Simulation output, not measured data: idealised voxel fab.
process module | voxel trench capacitor
cross-section cut | 225 nm wide | cells 5 nm
A cross-section is a grid of square cells, given in bands from the top down. A band is one or more rows of cells.
Each band's line starts with the height of the band's top and of its bottom, in nm. Then come its materials from left to right, each with its width in nm. One material with "throughout" fills the band from edge to edge. "air" is empty space.
Height 0 is the level under which the wafer as received is all one material. The lowest band goes on downwards, as in "0 down".
A width such as "30 to 40" changes by the same amount from each row of cells to the next, from the band's top row to its bottom row.
"no change" after a step means that no cell of the cross-section changed.
closed voids: empty space of 8 cells or more with no open way to the top, each as width x height at its distance from the left edge, in nm
after a step's settings: what the simulator itself notes on the step
overlay nm, on a step with a mask: how far to the right of its planned place the mask lay; to the left if negative
plan
1 op RECEIVE | material Si
2 op CONFORMAL_DEP | material SiN | thk nm 5
3 op PATTERN | tone open | mask id TRENCH | material resist | width nm 25 | pitch nm 50 | thk nm 20 | overlay nm 0
4 op DIRECTIONAL_ETCH | etch materials SiN | depth nm 5
5 op DIRECTIONAL_ETCH | etch materials Si | depth nm 35
6 op STRIP | etch materials resist
7 op CONFORMAL_DEP | material Al2O3 | thk nm 5
8 op FILL_DEP | material polySi | thk nm 5
9 op CMP | height nm 5
first wafer, as planned
as received, after step 1
  0 down: Si throughout
  closed voids: none
after step 2
  5 to 0: SiN throughout
  below 0: unchanged
after step 3
  25 to 5: resist 50 | air 25 | resist 25 | air 25 | resist 25 | air 25 | resist 50
  below 5: unchanged
after step 4
  25 to 5: resist 50 | air 25 | resist 25 | air 25 | resist 25 | air 25 | resist 50
  5 to 0: SiN 50 | air 25 | SiN 25 | air 25 | SiN 25 | air 25 | SiN 50
  below 0: unchanged
after step 5
  25 to 5: resist 50 | air 25 | resist 25 | air 25 | resist 25 | air 25 | resist 50
  5 to 0: SiN 50 | air 25 | SiN 25 | air 25 | SiN 25 | air 25 | SiN 50
  0 to -35: Si 50 | air 25 | Si 25 | air 25 | Si 25 | air 25 | Si 50
  below -35: unchanged
after step 6
  5 to 0: SiN 50 | air 25 | SiN 25 | air 25 | SiN 25 | air 25 | SiN 50
  below 0: unchanged
after step 7
  10 to 5: Al2O3 55 | air 15 | Al2O3 35 | air 15 | Al2O3 35 | air 15 | Al2O3 55
  5 to 0: SiN 50 | Al2O3 5 | air 15 | Al2O3 5 | SiN 25 | Al2O3 5 | air 15 | Al2O3 5 | SiN 25 | Al2O3 5 | air 15 | Al2O3 5 | SiN 50
  0 to -30: Si 50 | Al2O3 5 | air 15 | Al2O3 5 | Si 25 | Al2O3 5 | air 15 | Al2O3 5 | Si 25 | Al2O3 5 | air 15 | Al2O3 5 | Si 50
  -30 to -35: Si 50 | Al2O3 25 | Si 25 | Al2O3 25 | Si 25 | Al2O3 25 | Si 50
  below -35: unchanged
after step 8
  15 to 10: polySi throughout
  10 to 5: Al2O3 55 | polySi 15 | Al2O3 35 | polySi 15 | Al2O3 35 | polySi 15 | Al2O3 55
  5 to 0: SiN 50 | Al2O3 5 | polySi 15 | Al2O3 5 | SiN 25 | Al2O3 5 | polySi 15 | Al2O3 5 | SiN 25 | Al2O3 5 | polySi 15 | Al2O3 5 | SiN 50
  0 to -30: Si 50 | Al2O3 5 | polySi 15 | Al2O3 5 | Si 25 | Al2O3 5 | polySi 15 | Al2O3 5 | Si 25 | Al2O3 5 | polySi 15 | Al2O3 5 | Si 50
  below -30: unchanged
after step 9
  5 to 0: SiN 50 | Al2O3 5 | polySi 15 | Al2O3 5 | SiN 25 | Al2O3 5 | polySi 15 | Al2O3 5 | SiN 25 | Al2O3 5 | polySi 15 | Al2O3 5 | SiN 50
  below 0: unchanged
second wafer: like start, like plan, one mistake. Through step 4 it matches the first wafer
when step 5 should have ended
  25 to 5: resist 50 | air 25 | resist 25 | air 25 | resist 25 | air 25 | resist 50
  5 to 0: SiN 50 | air 25 | SiN 25 | air 25 | SiN 25 | air 25 | SiN 50
  0 to -70: Si 50 | air 25 | Si 25 | air 25 | Si 25 | air 25 | Si 50
  below -70: unchanged
when step 6 should have ended
  5 to 0: SiN 50 | air 25 | SiN 25 | air 25 | SiN 25 | air 25 | SiN 50
  below 0: unchanged
when step 7 should have ended
  10 to 5: Al2O3 55 | air 15 | Al2O3 35 | air 15 | Al2O3 35 | air 15 | Al2O3 55
  5 to 0: SiN 50 | Al2O3 5 | air 15 | Al2O3 5 | SiN 25 | Al2O3 5 | air 15 | Al2O3 5 | SiN 25 | Al2O3 5 | air 15 | Al2O3 5 | SiN 50
  0 to -65: Si 50 | Al2O3 5 | air 15 | Al2O3 5 | Si 25 | Al2O3 5 | air 15 | Al2O3 5 | Si 25 | Al2O3 5 | air 15 | Al2O3 5 | Si 50
  -65 to -70: Si 50 | Al2O3 25 | Si 25 | Al2O3 25 | Si 25 | Al2O3 25 | Si 50
  below -70: unchanged
when step 8 should have ended
  15 to 10: polySi throughout
  10 to 5: Al2O3 55 | polySi 15 | Al2O3 35 | polySi 15 | Al2O3 35 | polySi 15 | Al2O3 55
  5 to 0: SiN 50 | Al2O3 5 | polySi 15 | Al2O3 5 | SiN 25 | Al2O3 5 | polySi 15 | Al2O3 5 | SiN 25 | Al2O3 5 | polySi 15 | Al2O3 5 | SiN 50
  0 to -65: Si 50 | Al2O3 5 | polySi 15 | Al2O3 5 | Si 25 | Al2O3 5 | polySi 15 | Al2O3 5 | Si 25 | Al2O3 5 | polySi 15 | Al2O3 5 | Si 50
  below -65: unchanged
when step 9 should have ended
  5 to 0: SiN 50 | Al2O3 5 | polySi 15 | Al2O3 5 | SiN 25 | Al2O3 5 | polySi 15 | Al2O3 5 | SiN 25 | Al2O3 5 | polySi 15 | Al2O3 5 | SiN 50
  below 0: unchanged
what went wrong: step 5 was run twice
at the end the second wafer has, in cells: 42 more of Al2O3 | 105 fewer of Si | 63 more of polySi
